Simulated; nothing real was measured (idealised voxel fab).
process module | voxel capacitor over wiring
cross-section cut | 285 nm wide | cells 5 nm
A cross-section is a grid of square cells, given in bands from the top down. A band is one or more rows of cells.
Each band's line starts with the height of the band's top and of its bottom, in nm. Then come its materials from left to right, each with its width in nm. One material with "throughout" fills the band from edge to edge. "air" is empty space.
Height 0 is the level under which the wafer as received is all one material. The lowest band goes on downwards, as in "0 down".
A width such as "30 to 40" changes by the same amount from each row of cells to the next, from the band's top row to its bottom row.
"no change" after a step means that no cell of the cross-section changed.
closed voids: empty space of 8 cells or more with no open way to the top, each as width x height at its distance from the left edge, in nm
after a step's settings: what the simulator itself notes on the step
overlay nm, on a step with a mask: how far to the right of its planned place the mask lay; to the left if negative
plan
1 op RECEIVE | material Si
2 op CONFORMAL_DEP | material SiO2 | thk nm 10
3 op CONFORMAL_DEP | material SiN | thk nm 5
4 op DIRECTIONAL_DEP | material SiO2 | thk nm 20
5 op MASKED_ETCH | tone open | mask id METAL_1 | width nm 30 | pitch nm 80 | etch materials SiO2 | depth nm 20 | overlay nm 0
6 op MASKED_ETCH | tone open | mask id METAL_1 | width nm 30 | pitch nm 80 | etch materials SiN | depth nm 5 | overlay nm 0
7 op CONFORMAL_DEP | material TiN | thk nm 5
8 op FILL_DEP | material W | thk nm 10
9 op CMP | height nm 35
10 op CONFORMAL_DEP | material SiCN | thk nm 5
11 op DIRECTIONAL_DEP | material lowk | thk nm 20
12 op PATTERN | tone open | mask id PLUG_1 | material resist | width nm 15 | thk nm 20 | overlay nm 0
13 op DIRECTIONAL_ETCH | etch materials lowk | depth nm 20
14 op DIRECTIONAL_ETCH | etch materials SiCN | depth nm 5
15 op STRIP | etch materials resist
16 op CONFORMAL_DEP | material TiN | thk nm 5
17 op FILL_DEP | material Cu | thk nm 10
18 op CMP | height nm 55
19 op DIRECTIONAL_DEP | material TiN | thk nm 5
20 op DIRECTIONAL_DEP | material SiN | thk nm 5
21 op DIRECTIONAL_DEP | material TiN | thk nm 10
22 op MASKED_ETCH | tone cover | mask id UPPER_PLATE | width nm 55 | etch materials TiN | depth nm 10 | overlay nm 0
23 op MASKED_ETCH | tone cover | mask id UPPER_PLATE | width nm 55 | etch materials SiN | depth nm 5 | overlay nm 0
24 op DIRECTIONAL_DEP | material aC | thk nm 10
25 op PATTERN | tone cover | mask id LOWER_PLATE | material resist | width nm 65 | thk nm 30 | overlay nm 0
26 op DIRECTIONAL_ETCH | etch materials aC | depth nm 10
27 op STRIP | etch materials resist
28 op DIRECTIONAL_ETCH | etch materials TiN | depth nm 5
29 op STRIP | etch materials aC
30 op FILL_DEP | material SiO2 | thk nm 15
31 op CMP | height nm 90
32 op MASKED_ETCH | tone open | mask id PLUG_2 | width nm 15 | etch materials SiO2 | depth nm 10 | overlay nm 0
33 op CONFORMAL_DEP | material TiN | thk nm 5
34 op FILL_DEP | material Ru | thk nm 5
35 op CMP | height nm 90
36 op CONFORMAL_DEP | material SiN | thk nm 5
varied across the wafers: height nm of step 18. The plan shows the first wafer's value. All wafers start alike
first wafer as received, after step 1
  0 down: Si throughout
  closed voids: none
each wafer at the end: cells of each material gained (+) or lost (-) since it was received, then its closed voids
height nm 55 | +3 Cu | +1 Ru | +54 SiCN | +113 SiN | +641 SiO2 | +77 TiN | +32 W | +162 lowk | closed voids: none
height nm 60 | +4 Cu | +1 Ru | +54 SiCN | +113 SiN | +584 SiO2 | +79 TiN | +32 W | +216 lowk | closed voids: none
height nm 65 | +5 Cu | +54 SiCN | +113 SiN | +530 SiO2 | +133 TiN | +32 W | +216 lowk | closed voids: none
height nm 70 | +62 Cu | +54 SiCN | +113 SiN | +476 SiO2 | +130 TiN | +32 W | +216 lowk | closed voids: none
height nm 75 | +119 Cu | +54 SiCN | +113 SiN | +430 SiO2 | +119 TiN | +32 W | +216 lowk | closed voids: none
